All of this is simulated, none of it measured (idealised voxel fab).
voxel air gaps: a process module
Displayed cross-section: cut, width of 205 nm, square cells sized 5 nm.
Cross-sections here: square-cell grids, written as top-down lists of bands, a band being one or more rows of cells.
In this notation a band is specified by the heights of its top and bottom, in that order and in nm, after which its materials appear from left to right, each paired with its width in nm. The word "full width" attached to a single material means that material fills the band from edge to edge; the word "air" stands for empty space.
For the purposes of this specification, 0 denotes the height below which the wafer in its as-received condition is composed wholly of one material, and the lowermost band, lacking a lower limit, extends downward without end, as expressed in "0 and below".
Width spec "30 to 40" -> top row of cells at first value, bottom row at second value, equal per-row change in between.
Any step labelled "left unchanged" changed none of the cells in the cross-section.
"Closed void roster" lists enclosed empty spaces (at least 8 cells, no open path upward to the top), each as width x height at distance from the left edge, in nm.
It should be noted that, on the line of a given step, the content following the step's settings is a remark produced by the simulator itself with respect to that step.
"overlay nm", when on a step's line for a step with a mask, measures how far to the right of its planned place the mask lay; a negative measure means to the left.

STEPS IN THE PROCESS PLAN
1) RECEIVE,material Si
2) CONFORMAL_DEP,material SiO2,thk nm 15
3) CONFORMAL_DEP,material SiN,thk nm 5
4) DIRECTIONAL_DEP,material lowk,thk nm 40
5) MASKED_ETCH,tone open,mask id LINES,width nm 25,pitch nm 55,etch materials lowk,depth nm 40,overlay nm 0
6) CONFORMAL_DEP,material TiN,thk nm 5
7) FILL_DEP,material Ru,thk nm 5
8) CMP,height nm 60
9) EPI,material Ru,thk nm 10
10) SELECTIVE_ETCH,etch materials lowk,depth nm 50
11) CONFORMAL_DEP,material SiCN,thk nm 5

CROSS-SECTIONAL VIEW OF THE WAFER IN ITS AS-RECEIVED CONDITION, CORRESPONDING TO THE STATE AFTER STEP 1
    0 and below: Si full width
    Closed void roster: none

THIS IS HOW THE WAFER LOOKS IN CROSS-SECTION ONCE THE MODULE IS DONE, GIVEN THE STARTING STATE AND PLAN ABOVE AND ONE MISTAKE IN CARRYING THE PLAN OUT
    85 down to 70: air 10 nm, SiCN 185 nm, air 10 nm
    70 down to 60: air 10 nm, SiCN 15 nm, Ru 45 nm, SiCN 10 nm, Ru 45 nm, SiCN 10 nm, Ru 45 nm, SiCN 15 nm, air 10 nm
    60 down to 55: air 10 nm, SiCN 25 nm, TiN 5 nm, Ru 15 nm, TiN 5 nm, SiCN 30 nm, TiN 5 nm, Ru 15 nm, TiN 5 nm, SiCN 30 nm, TiN 5 nm, Ru 15 nm, TiN 5 nm, SiCN 25 nm, air 10 nm
    55 down to 45: air 10 nm, SiCN 25 nm, TiN 5 nm, Ru 15 nm, TiN 5 nm, SiCN 5 nm, air 20 nm, SiCN 5 nm, TiN 5 nm, Ru 15 nm, TiN 5 nm, SiCN 5 nm, air 20 nm, SiCN 5 nm, TiN 5 nm, Ru 15 nm, TiN 5 nm, SiCN 25 nm, air 10 nm
    45 down to 35: air 20 nm, SiCN 15 nm, TiN 5 nm, Ru 15 nm, TiN 5 nm, SiCN 5 nm, air 20 nm, SiCN 5 nm, TiN 5 nm, Ru 15 nm, TiN 5 nm, SiCN 5 nm, air 20 nm, SiCN 5 nm, TiN 5 nm, Ru 15 nm, TiN 5 nm, SiCN 15 nm, air 20 nm
    35 down to 25: SiCN 35 nm, TiN 5 nm, Ru 15 nm, TiN 5 nm, SiCN 5 nm, air 20 nm, SiCN 5 nm, TiN 5 nm, Ru 15 nm, TiN 5 nm, SiCN 5 nm, air 20 nm, SiCN 5 nm, TiN 5 nm, Ru 15 nm, TiN 5 nm, SiCN 35 nm
    25 down to 20: SiCN 35 nm, TiN 25 nm, SiCN 30 nm, TiN 25 nm, SiCN 30 nm, TiN 25 nm, SiCN 35 nm
    20 down to 15: SiN full width
    15 down to 0: SiO2 full width
    0 and below: Si full width
    Closed void roster: 20 x 30 at 65; 20 x 30 at 120
What was the processing mistake? step 11, actual vs plan mismatch, actual run CONFORMAL_DEP,material SiCN,thk nm 15
